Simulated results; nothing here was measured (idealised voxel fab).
The following is a process module called voxel self aligned vias.
We display cut, a cross-section 225 nm in width whose square cells are each 5 nm.
Cross-section layout: square cells on a grid; listed as bands, top to bottom; a band spans one or more cell rows.
First you get the band's top height and its bottom height, in nm, and then the materials it's made of, left to right, with each width in nm. If you see a single material with "full width", that one covers the band edge to edge. "air" is empty space.
Basically, 0 is our baseline, since under it the wafer straight out of the box is all one material. The bottom band has no lower end and keeps on going down, so it looks like "z 0 and below".
A width such as "30->40" changes by the same amount from each row of cells to the next, from the band's top row to its bottom row.
Take "no modification" at face value: in the step it is given for, the cross-section changed in none of its cells.
So "Sealed void listing" is basically the list of trapped voids: any empty space of 8 cells or more that can't reach the top through an opening. They're written width x height at distance, the distance being from the left edge, and it's all nm.
Post-settings text on a step line: simulator's own remark regarding the step.
"overlay nm" answers the question of how far to the right of plan the mask lay on a step that has a mask, and when it is negative the answer is to the left.
Plan:
- 1: op RECEIVE | material Si
- 2: op CONFORMAL_DEP | material SiO2 | thk nm 10
- 3: op CONFORMAL_DEP | material SiCN | thk nm 5
- 4: op DIRECTIONAL_DEP | material lowk | thk nm 20
- 5: op PATTERN | tone open | mask id LINES | material resist | width nm 20 | pitch nm 60 | thk nm 15 | overlay nm 0
- 6: op DIRECTIONAL_ETCH | etch materials lowk | depth nm 20
- 7: op STRIP | etch materials resist
- 8: op CONFORMAL_DEP | material TiN | thk nm 5
- 9: op FILL_DEP | material W | thk nm 5
- 10: op CMP | height nm 35
- 11: op SELECTIVE_ETCH | etch materials W Ru TiN | depth nm 5
- 12: op FILL_DEP | material SiN | thk nm 10
- 13: op CMP | height nm 35
- 14: op DIRECTIONAL_DEP | material lowk | thk nm 15
- 15: op DIRECTIONAL_DEP | material aC | thk nm 15
- 16: op PATTERN | tone open | mask id VIAS | material resist | width nm 40 | pitch nm 60 | thk nm 30 | overlay nm 0
- 17: op DIRECTIONAL_ETCH | etch materials aC | depth nm 15
- 18: op STRIP | etch materials resist
- 19: op DIRECTIONAL_ETCH | etch materials lowk | depth nm 15
- 20: op DIRECTIONAL_ETCH | etch materials SiN | depth nm 5
- 21: op STRIP | etch materials aC
- 22: op CONFORMAL_DEP | material TiN | thk nm 5
- 23: op FILL_DEP | material Cu | thk nm 5
- 24: op CMP | height nm 50
- 25: op CONFORMAL_DEP | material SiN | thk nm 5
Wafer at receipt (post step 1), cross-section:
	z 0 and below | Si full width
	Sealed void listing: none
First wafer at the end, as planned:
	z 55 to 50 | SiN full width
	z 50 to 40 | lowk=60 / TiN=5 / Cu=30 / TiN=5 / lowk=20 / TiN=5 / Cu=30 / TiN=5 / lowk=65
	z 40 to 35 | lowk=60 / TiN=15 / Cu=10 / TiN=15 / lowk=20 / TiN=15 / Cu=10 / TiN=15 / lowk=65
	z 35 to 30 | lowk=70 / TiN=20 / lowk=40 / TiN=20 / lowk=75
	z 30 to 20 | lowk=70 / TiN=5 / W=10 / TiN=5 / lowk=40 / TiN=5 / W=10 / TiN=5 / lowk=75
	z 20 to 15 | lowk=70 / TiN=20 / lowk=40 / TiN=20 / lowk=75
	z 15 to 10 | SiCN full width
	z 10 to 0 | SiO2 full width
	z 0 and below | Si full width
	Sealed void listing: none
Here is the second of the two wafers cut open at the end of the module - same start, same plan as the first one, but we made one mistake running it:
	z 55 to 50 | SiN full width
	z 50 to 35 | lowk=60 / TiN=5 / Cu=30 / TiN=5 / lowk=20 / TiN=5 / Cu=30 / TiN=5 / lowk=65
	z 35 to 30 | SiN=60 / TiN=40 / SiN=20 / TiN=40 / SiN=65
	z 30 to 15 | TiN full width
	z 15 to 10 | SiCN full width
	z 10 to 0 | SiO2 full width
	z 0 and below | Si full width
	Sealed void listing: none
Want to know what went wrong? in deviation from the planned setting, step 4 was conducted as op DIRECTIONAL_DEP | material TiN | thk nm 20
Bottom line after processing is that, in cells, the second wafer is up or down on some materials versus the first: Cu +8; SiN +29; TiN +119; W -8; lowk -148
